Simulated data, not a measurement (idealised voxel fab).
process module | voxel fin reveal
cross-section cut | 255 nm wide | cells 5 nm
A cross-section is a grid of square cells, given in bands from the top down. A band is one or more rows of cells.
Each band's line starts with the height of the band's top and of its bottom, in nm. Then come its materials from left to right, each with its width in nm. One material with "throughout" fills the band from edge to edge. "air" is empty space.
Height 0 is the level under which the wafer as received is all one material. The lowest band goes on downwards, as in "0 down".
A width such as "30 to 40" changes by the same amount from each row of cells to the next, from the band's top row to its bottom row.
"no change" after a step means that no cell of the cross-section changed.
closed voids: empty space of 8 cells or more with no open way to the top, each as width x height at its distance from the left edge, in nm
after a step's settings: what the simulator itself notes on the step
overlay nm, on a step with a mask: how far to the right of its planned place the mask lay; to the left if negative
plan
1 op RECEIVE | material Si
2 op CONFORMAL_DEP | material SiN | thk nm 5
3 op PATTERN | tone cover | mask id FINS | material resist | width nm 15 | pitch nm 45 | thk nm 15 | overlay nm 0
4 op DIRECTIONAL_ETCH | etch materials SiN | depth nm 5
5 op DIRECTIONAL_ETCH | etch materials Si | depth nm 30
6 op STRIP | etch materials resist
7 op FILL_DEP | material SiO2 | thk nm 5
8 op CMP | height nm 5
9 op SELECTIVE_ETCH | etch materials SiO2 | depth nm 15
10 op STRIP | etch materials SiN
as received, after step 1
  0 down: Si throughout
  closed voids: none
a wafer at the end: this start, this plan, one mistake
  0 to -25: air 50 | Si 15 | air 30 | Si 15 | air 30 | Si 15 | air 30 | Si 15 | air 55
  -25 to -30: SiO2 50 | Si 15 | SiO2 30 | Si 15 | SiO2 30 | Si 15 | SiO2 30 | Si 15 | SiO2 55
  -30 down: Si throughout
  closed voids: none
what went wrong: step 9 was run twice
